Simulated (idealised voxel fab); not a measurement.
This is a process module. Its name is voxel air gaps.
cross-section cut | 285 nm wide | cells 5 nm
Cross-section layout: square cells on a grid; listed as bands, top to bottom; a band spans one or more cell rows. Band entry format. Leading values: height of top, height of bottom, nm. Remainder: materials in left-to-right order, each with its width in nm. Special words: "full width" on a single material, which then fills the band edge to edge; "blank", empty space. Measure heights from 0. That's the level where, below it, the as-received wafer is all one material. The lowest band is bottomless and extends downward; write it as in "0 -> down". A width given as "30..40" starts at the first number in the band's top row and ends at the second number in its bottom row, shifting by an equal amount at every step from row to row. The designation "identical to before", where it is given for a processing step, indicates that no cell of the cross-section was altered in the course of that step. Voids not open to the top, 8 cells minimum: see "Enclosed void inventory". Written width x height at distance; distance is from the left edge; nm. It should be noted that, on the line of a given step, the content following the step's settings is a remark produced by the simulator itself with respect to that step. overlay nm: step with mask; distance mask lay right of planned place; negative value = left of planned place.

These are the steps we planned for the process
1. RECEIVE (material Si)
2. CONFORMAL_DEP (material SiO2; thk nm 10)
3. CONFORMAL_DEP (material SiN; thk nm 5)
4. DIRECTIONAL_DEP (material SiO2; thk nm 40)
5. DIRECTIONAL_DEP (material aC; thk nm 10)
6. PATTERN (tone open; mask id LINES; material resist; width nm 25; pitch nm 50; thk nm 30; overlay nm 0)
7. DIRECTIONAL_ETCH (etch materials aC; depth nm 10)
8. STRIP (etch materials resist)
9. DIRECTIONAL_ETCH (etch materials SiO2; depth nm 40)
10. STRIP (etch materials aC)
11. CONFORMAL_DEP (material TiN; thk nm 5)
12. FILL_DEP (material W; thk nm 10)
13. CMP (height nm 55)
14. EPI (material Ru; thk nm 10)
15. SELECTIVE_ETCH (etch materials SiO2; depth nm 50)
16. CONFORMAL_DEP (material SiN; thk nm 5)

So, the first of our two wafers, run just as we planned it

Received-state cross-section, reflecting completion of step 1
    0 -> down = Si full width
    Enclosed void inventory: none

The wafer, seen in cross-section, after step 2
    10 -> 0 = SiO2 full width
    Under 0: no change, same as before.

The wafer, seen in cross-section, after step 3
    15 -> 10 = SiN full width
    Under 10: no change, same as before.

The wafer, seen in cross-section, after step 4
    55 -> 15 = SiO2 full width
    Under 15: no change, same as before.

The wafer, seen in cross-section, after step 5
    65 -> 55 = aC full width
    Under 55: no change, same as before.

The wafer, seen in cross-section, after step 6
    95 -> 65 = resist: 80  blank: 25  resist: 25  blank: 25  resist: 25  blank: 25  resist: 80
    Under 65: no change, same as before.

The wafer, seen in cross-section, after step 7
    85 -> 65 = resist: 80  blank: 25  resist: 25  blank: 25  resist: 25  blank: 25  resist: 80
    65 -> 55 = aC: 80  blank: 25  aC: 25  blank: 25  aC: 25  blank: 25  aC: 80
    Under 55: no change, same as before.

The wafer, seen in cross-section, after step 8
    65 -> 55 = aC: 80  blank: 25  aC: 25  blank: 25  aC: 25  blank: 25  aC: 80
    Under 55: no change, same as before.

The wafer, seen in cross-section, after step 9
    65 -> 55 = aC: 80  blank: 25  aC: 25  blank: 25  aC: 25  blank: 25  aC: 80
    55 -> 15 = SiO2: 80  blank: 25  SiO2: 25  blank: 25  SiO2: 25  blank: 25  SiO2: 80
    Under 15: no change, same as before.

The wafer, seen in cross-section, after step 10
    55 -> 15 = SiO2: 80  blank: 25  SiO2: 25  blank: 25  SiO2: 25  blank: 25  SiO2: 80
    Under 15: no change, same as before.

The wafer, seen in cross-section, after step 11
    60 -> 55 = TiN: 85  blank: 15  TiN: 35  blank: 15  TiN: 35  blank: 15  TiN: 85
    55 -> 20 = SiO2: 80  TiN: 5  blank: 15  TiN: 5  SiO2: 25  TiN: 5  blank: 15  TiN: 5  SiO2: 25  TiN: 5  blank: 15  TiN: 5  SiO2: 80
    20 -> 15 = SiO2: 80  TiN: 25  SiO2: 25  TiN: 25  SiO2: 25  TiN: 25  SiO2: 80
    Under 15: no change, same as before.

The wafer, seen in cross-section, after step 12
    70 -> 60 = W full width
    60 -> 55 = TiN: 85  W: 15  TiN: 35  W: 15  TiN: 35  W: 15  TiN: 85
    55 -> 20 = SiO2: 80  TiN: 5  W: 15  TiN: 5  SiO2: 25  TiN: 5  W: 15  TiN: 5  SiO2: 25  TiN: 5  W: 15  TiN: 5  SiO2: 80
    Under 20: no change, same as before.

The wafer, seen in cross-section, after step 13
    55 -> 20 = SiO2: 80  TiN: 5  W: 15  TiN: 5  SiO2: 25  TiN: 5  W: 15  TiN: 5  SiO2: 25  TiN: 5  W: 15  TiN: 5  SiO2: 80
    Under 20: no change, same as before.

The wafer, seen in cross-section, after step 14
    65 -> 55 = blank: 70  Ru: 45  blank: 5  Ru: 45  blank: 5  Ru: 45  blank: 70
    Under 55: no change, same as before.

The wafer, seen in cross-section, after step 15
    65 -> 55 = blank: 70  Ru: 45  blank: 5  Ru: 45  blank: 5  Ru: 45  blank: 70
    55 -> 20 = blank: 80  TiN: 5  W: 15  TiN: 5  blank: 25  TiN: 5  W: 15  TiN: 5  blank: 25  TiN: 5  W: 15  TiN: 5  blank: 80
    20 -> 15 = blank: 80  TiN: 25  blank: 25  TiN: 25  blank: 25  TiN: 25  blank: 80
    Under 15: no change, same as before.

The wafer, seen in cross-section, after step 16
    70 -> 65 = blank: 65  SiN: 155  blank: 65
    65 -> 55 = blank: 65  SiN: 5  Ru: 45  SiN: 5  Ru: 45  SiN: 5  Ru: 45  SiN: 5  blank: 65
    55 -> 50 = blank: 65  SiN: 15  TiN: 5  W: 15  TiN: 5  SiN: 25  TiN: 5  W: 15  TiN: 5  SiN: 25  TiN: 5  W: 15  TiN: 5  SiN: 15  blank: 65
    50 -> 20 = blank: 75  SiN: 5  TiN: 5  W: 15  TiN: 5  SiN: 5  blank: 15  SiN: 5  TiN: 5  W: 15  TiN: 5  SiN: 5  blank: 15  SiN: 5  TiN: 5  W: 15  TiN: 5  SiN: 5  blank: 75
    20 -> 15 = SiN: 80  TiN: 25  SiN: 25  TiN: 25  SiN: 25  TiN: 25  SiN: 80
    Under 15: no change, same as before.
    Enclosed void inventory: 15 x 30 at 110; 15 x 30 at 160

Second wafer. Start and plan as for the first. One mistake made in running. Agrees with the first up to and including step 2

Cross-section of the second wafer at the time by which step 3 should have been completed according to the plan
    15 -> 0 = SiO2 full width
    Under 0: no change, same as before.

Cross-section of the second wafer at the time by which step 4 should have been completed according to the plan
    55 -> 0 = SiO2 full width
    Under 0: no change, same as before.

Cross-section of the second wafer at the time by which step 5 should have been completed according to the plan
    65 -> 55 = aC full width
    Under 55: no change, same as before.

Cross-section of the second wafer at the time by which step 6 should have been completed according to the plan
    95 -> 65 = resist: 80  blank: 25  resist: 25  blank: 25  resist: 25  blank: 25  resist: 80
    Under 65: no change, same as before.

Cross-section of the second wafer at the time by which step 7 should have been completed according to the plan
    85 -> 65 = resist: 80  blank: 25  resist: 25  blank: 25  resist: 25  blank: 25  resist: 80
    65 -> 55 = aC: 80  blank: 25  aC: 25  blank: 25  aC: 25  blank: 25  aC: 80
    Under 55: no change, same as before.

Cross-section of the second wafer at the time by which step 8 should have been completed according to the plan
    65 -> 55 = aC: 80  blank: 25  aC: 25  blank: 25  aC: 25  blank: 25  aC: 80
    Under 55: no change, same as before.

Cross-section of the second wafer at the time by which step 9 should have been completed according to the plan
    65 -> 55 = aC: 80  blank: 25  aC: 25  blank: 25  aC: 25  blank: 25  aC: 80
    55 -> 15 = SiO2: 80  blank: 25  SiO2: 25  blank: 25  SiO2: 25  blank: 25  SiO2: 80
    Under 15: no change, same as before.

Cross-section of the second wafer at the time by which step 10 should have been completed according to the plan
    55 -> 15 = SiO2: 80  blank: 25  SiO2: 25  blank: 25  SiO2: 25  blank: 25  SiO2: 80
    Under 15: no change, same as before.

Cross-section of the second wafer at the time by which step 11 should have been completed according to the plan
    60 -> 55 = TiN: 85  blank: 15  TiN: 35  blank: 15  TiN: 35  blank: 15  TiN: 85
    55 -> 20 = SiO2: 80  TiN: 5  blank: 15  TiN: 5  SiO2: 25  TiN: 5  blank: 15  TiN: 5  SiO2: 25  TiN: 5  blank: 15  TiN: 5  SiO2: 80
    20 -> 15 = SiO2: 80  TiN: 25  SiO2: 25  TiN: 25  SiO2: 25  TiN: 25  SiO2: 80
    Under 15: no change, same as before.

Cross-section of the second wafer at the time by which step 12 should have been completed according to the plan
    70 -> 60 = W full width
    60 -> 55 = TiN: 85  W: 15  TiN: 35  W: 15  TiN: 35  W: 15  TiN: 85
    55 -> 20 = SiO2: 80  TiN: 5  W: 15  TiN: 5  SiO2: 25  TiN: 5  W: 15  TiN: 5  SiO2: 25  TiN: 5  W: 15  TiN: 5  SiO2: 80
    Under 20: no change, same as before.

Cross-section of the second wafer at the time by which step 13 should have been completed according to the plan
    55 -> 20 = SiO2: 80  TiN: 5  W: 15  TiN: 5  SiO2: 25  TiN: 5  W: 15  TiN: 5  SiO2: 25  TiN: 5  W: 15  TiN: 5  SiO2: 80
    Under 20: no change, same as before.

Cross-section of the second wafer at the time by which step 14 should have been completed according to the plan
    65 -> 55 = blank: 70  Ru: 45  blank: 5  Ru: 45  blank: 5  Ru: 45  blank: 70
    Under 55: no change, same as before.

Cross-section of the second wafer at the time by which step 15 should have been completed according to the plan
    65 -> 55 = blank: 70  Ru: 45  blank: 5  Ru: 45  blank: 5  Ru: 45  blank: 70
    55 -> 20 = blank: 80  TiN: 5  W: 15  TiN: 5  blank: 25  TiN: 5  W: 15  TiN: 5  blank: 25  TiN: 5  W: 15  TiN: 5  blank: 80
    20 -> 15 = blank: 80  TiN: 25  blank: 25  TiN: 25  blank: 25  TiN: 25  blank: 80
    15 -> 5 = blank: 90  SiO2: 5  blank: 45  SiO2: 5  blank: 45  SiO2: 5  blank: 90
    Under 5: no change, same as before.

Cross-section of the second wafer at the time by which step 16 should have been completed according to the plan
    70 -> 65 = blank: 65  SiN: 155  blank: 65
    65 -> 55 = blank: 65  SiN: 5  Ru: 45  SiN: 5  Ru: 45  SiN: 5  Ru: 45  SiN: 5  blank: 65
    55 -> 50 = blank: 65  SiN: 15  TiN: 5  W: 15  TiN: 5  SiN: 25  TiN: 5  W: 15  TiN: 5  SiN: 25  TiN: 5  W: 15  TiN: 5  SiN: 15  blank: 65
    50 -> 20 = blank: 75  SiN: 5  TiN: 5  W: 15  TiN: 5  SiN: 5  blank: 15  SiN: 5  TiN: 5  W: 15  TiN: 5  SiN: 5  blank: 15  SiN: 5  TiN: 5  W: 15  TiN: 5  SiN: 5  blank: 75
    20 -> 15 = blank: 75  SiN: 5  TiN: 25  SiN: 5  blank: 15  SiN: 5  TiN: 25  SiN: 5  blank: 15  SiN: 5  TiN: 25  SiN: 5  blank: 75
    15 -> 10 = blank: 75  SiN: 15  SiO2: 5  SiN: 15  blank: 15  SiN: 15  SiO2: 5  SiN: 15  blank: 15  SiN: 15  SiO2: 5  SiN: 15  blank: 75
    10 -> 5 = SiN: 90  SiO2: 5  SiN: 45  SiO2: 5  SiN: 45  SiO2: 5  SiN: 90
    Under 5: no change, same as before.
    Enclosed void inventory: 15 x 40 at 110; 15 x 40 at 160
Against the plan, the run slipped here: step 3 off recipe, ran as CONFORMAL_DEP (material SiO2; thk nm 5)
At the finish, the second wafer shows more or fewer cells for some materials than the first does: SiN: 21 fewer, SiO2: 51 fewer
